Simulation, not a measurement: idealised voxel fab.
Process module in this document: voxel tone inversion
Cross-section cut: width 245 nm, square cells of 5 nm.
The cross-sections in this document take the form of a grid made of square cells. They are written out as bands, in order from top to bottom. Each band consists of one or more rows of cells. Look at the band entry: it leads with the top's height and the bottom's height in nm. Then it lists the materials left to right, with a width in nm for each. The word "all across" on a single material says that material fills the band edge to edge. The word "air" is empty space. We count height from 0. Below that, the starting wafer is all one material. The lowest band never ends at the bottom but goes on down; see "0 -> down" for how that is written. The two numbers in a width such as "30..40" mark its ends across the band: the first belongs to the top row of cells, the second to the bottom row, and from each row to the next the width moves by the same amount. Step note "all unchanged" = no cross-section cell changed. "Enclosed cavity list" enumerates empty spaces isolated from the top, with no open way to it, that contain at least 8 cells, giving each as width x height at distance from the left edge, all three in nm. Formally, on a step line, whatever follows the settings is a remark that the simulator itself makes on the step. On any step carrying a mask, the "overlay nm" setting, if present on the step's line, tells how far right of its planned place the mask lay; negative values point to the left.

Here's what the planned process steps look like
- 1: RECEIVE,material Si
- 2: CONFORMAL_DEP,material SiN,thk nm 5
- 3: DIRECTIONAL_DEP,material polySi,thk nm 15
- 4: PATTERN,tone cover,mask id POSTS,material resist,width nm 20,pitch nm 40,thk nm 20,overlay nm 0
- 5: DIRECTIONAL_ETCH,etch materials polySi,depth nm 15
- 6: STRIP,etch materials resist
- 7: FILL_DEP,material SiO2,thk nm 5
- 8: CMP,height nm 20
- 9: STRIP,etch materials polySi

Run as planned: first of two wafers

As-received state of the wafer in cross-section, equivalent to post-step 1
* 0 -> down = Si all across
* Enclosed cavity list: none

Wafer xsec, post step 2
* 5 -> 0 = SiN all across
* Heights below 0 show no change.

Wafer xsec, post step 3
* 20 -> 5 = polySi all across
* Heights below 5 show no change.

Wafer xsec, post step 4
* 40 -> 20 = 50 nm air  20 nm resist  20 nm air  20 nm resist  20 nm air  20 nm resist  20 nm air  20 nm resist  55 nm air
* Heights below 20 show no change.

Wafer xsec, post step 5
* 40 -> 20 = 50 nm air  20 nm resist  20 nm air  20 nm resist  20 nm air  20 nm resist  20 nm air  20 nm resist  55 nm air
* 20 -> 5 = 50 nm air  20 nm polySi  20 nm air  20 nm polySi  20 nm air  20 nm polySi  20 nm air  20 nm polySi  55 nm air
* Heights below 5 show no change.

Wafer xsec, post step 6
* 20 -> 5 = 50 nm air  20 nm polySi  20 nm air  20 nm polySi  20 nm air  20 nm polySi  20 nm air  20 nm polySi  55 nm air
* Heights below 5 show no change.

Wafer xsec, post step 7
* 25 -> 20 = SiO2 all across
* 20 -> 5 = 50 nm SiO2  20 nm polySi  20 nm SiO2  20 nm polySi  20 nm SiO2  20 nm polySi  20 nm SiO2  20 nm polySi  55 nm SiO2
* Heights below 5 show no change.

Wafer xsec, post step 8
* 20 -> 5 = 50 nm SiO2  20 nm polySi  20 nm SiO2  20 nm polySi  20 nm SiO2  20 nm polySi  20 nm SiO2  20 nm polySi  55 nm SiO2
* Heights below 5 show no change.

Wafer xsec, post step 9
* 20 -> 5 = 50 nm SiO2  20 nm air  20 nm SiO2  20 nm air  20 nm SiO2  20 nm air  20 nm SiO2  20 nm air  55 nm SiO2
* Heights below 5 show no change.

Second wafer. Start and plan as for the first. One mistake made in running. Agrees with the first up to and including step 3

Second wafer, cross-section, planned end of step 4
* 40 -> 20 = 50 nm resist  20 nm air  20 nm resist  20 nm air  20 nm resist  20 nm air  20 nm resist  20 nm air  55 nm resist
* Heights below 20 show no change.

Second wafer, cross-section, planned end of step 5
* 40 -> 20 = 50 nm resist  20 nm air  20 nm resist  20 nm air  20 nm resist  20 nm air  20 nm resist  20 nm air  55 nm resist
* 20 -> 5 = 50 nm polySi  20 nm air  20 nm polySi  20 nm air  20 nm polySi  20 nm air  20 nm polySi  20 nm air  55 nm polySi
* Heights below 5 show no change.

Second wafer, cross-section, planned end of step 6
* 20 -> 5 = 50 nm polySi  20 nm air  20 nm polySi  20 nm air  20 nm polySi  20 nm air  20 nm polySi  20 nm air  55 nm polySi
* Heights below 5 show no change.

Second wafer, cross-section, planned end of step 7
* 25 -> 20 = SiO2 all across
* 20 -> 5 = 50 nm polySi  20 nm SiO2  20 nm polySi  20 nm SiO2  20 nm polySi  20 nm SiO2  20 nm polySi  20 nm SiO2  55 nm polySi
* Heights below 5 show no change.

Second wafer, cross-section, planned end of step 8
* 20 -> 5 = 50 nm polySi  20 nm SiO2  20 nm polySi  20 nm SiO2  20 nm polySi  20 nm SiO2  20 nm polySi  20 nm SiO2  55 nm polySi
* Heights below 5 show no change.

Second wafer, cross-section, planned end of step 9
* 20 -> 5 = 50 nm air  20 nm SiO2  20 nm air  20 nm SiO2  20 nm air  20 nm SiO2  20 nm air  20 nm SiO2  55 nm air
* Heights below 5 show no change.
Processing error: not per plan at step 4, really ran PATTERN,tone open,mask id POSTS,material resist,width nm 20,pitch nm 40,thk nm 20,overlay nm 0
End of process, cell counts, second wafer against first, materials with more or fewer: SiO2: 51 fewer
